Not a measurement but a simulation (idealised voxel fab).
This section sets out a process module, namely voxel ribs on slabs.
In the cross-section labelled cut, the width is 265 nm and each square cell is 5 nm.
Cross-section spec: square-cell grid; bands listed top down; each band is one or more rows. Band: top height; bottom height; in nm. Then, left to right: material with width in nm, for each material. "throughout": a single material spanning edge to edge. "blank": empty space. Heights from 0 (as-received wafer is one material below). Bottom band endless downward, as "0 and below". You'd read "30->40" like this: the band's top row of cells is as wide as the first number, its bottom row is as wide as the second, and going down, every row changes width by the same amount as the row before did. Given "everything unchanged" for a step, no cell of the cross-section differs between before and after that step. Each empty space that has no open way to the top and spans at least 8 cells appears under "Enclosed void list" as width x height at distance, the distance counted from the left edge, all in nm. Whatever follows a step's settings on its line is a remark the simulator itself makes about that step. If you see "overlay nm" on a step's line and that step has a mask, it's telling you how far right of where it was planned the mask ended up; a negative number means it went left instead.

**List of planned process steps**
step 1: RECEIVE,material Si
step 2: DIRECTIONAL_DEP,material SiO2,thk nm 30
step 3: DIRECTIONAL_DEP,material SiN,thk nm 20
step 4: PATTERN,tone cover,mask id RIB,material resist,width nm 25,thk nm 15,overlay nm 0
step 5: DIRECTIONAL_ETCH,etch materials SiN,depth nm 5
step 6: STRIP,etch materials resist
step 7: PATTERN,tone cover,mask id SLAB,material resist,width nm 85,thk nm 15,overlay nm 0
step 8: DIRECTIONAL_ETCH,etch materials SiN,depth nm 15
step 9: STRIP,etch materials resist
step 10: FILL_DEP,material SiO2,thk nm 20
step 11: CMP,height nm 60
step 12: DIRECTIONAL_DEP,material W,thk nm 5
step 13: DIRECTIONAL_DEP,material aC,thk nm 15
step 14: PATTERN,tone cover,mask id HEATER,material resist,width nm 35,thk nm 30,overlay nm 0
step 15: DIRECTIONAL_ETCH,etch materials aC,depth nm 15
step 16: STRIP,etch materials resist
step 17: DIRECTIONAL_ETCH,etch materials W,depth nm 5
step 18: STRIP,etch materials aC
step 19: CONFORMAL_DEP,material SiN,thk nm 10

**Cross-section, incoming material, after step 1**
  0 and below | Si throughout
  Enclosed void list: none

**Sectioned view, first of two wafers, at the close of the module, processed as intended in the plan**
  75 down to 70 | blank 105 nm  SiN 55 nm  blank 105 nm
  70 down to 65 | SiN throughout
  65 down to 60 | SiN 115 nm  W 35 nm  SiN 115 nm
  60 down to 50 | SiO2 throughout
  50 down to 45 | SiO2 120 nm  SiN 25 nm  SiO2 120 nm
  45 down to 30 | SiO2 90 nm  SiN 85 nm  SiO2 90 nm
  30 down to 0 | SiO2 throughout
  0 and below | Si throughout
  Enclosed void list: none

**Now the second wafer, cross-sectioned at the end of the module. Nothing different at the start, nothing different in the plan compared with the first, just one mistake when it was actually run**
  75 down to 70 | blank 105 nm  SiN 55 nm  blank 105 nm
  70 down to 65 | SiN throughout
  65 down to 60 | SiN 115 nm  W 35 nm  SiN 115 nm
  60 down to 20 | SiO2 throughout
  20 down to 0 | SiN throughout
  0 and below | Si throughout
  Enclosed void list: none
Short version of what went wrong: deviation from plan: step 3 and step 2 executed in one another's positions
Count the cells at the end and the second wafer has more or fewer of some materials than the first: 156 more of SiN; 156 fewer of SiO2
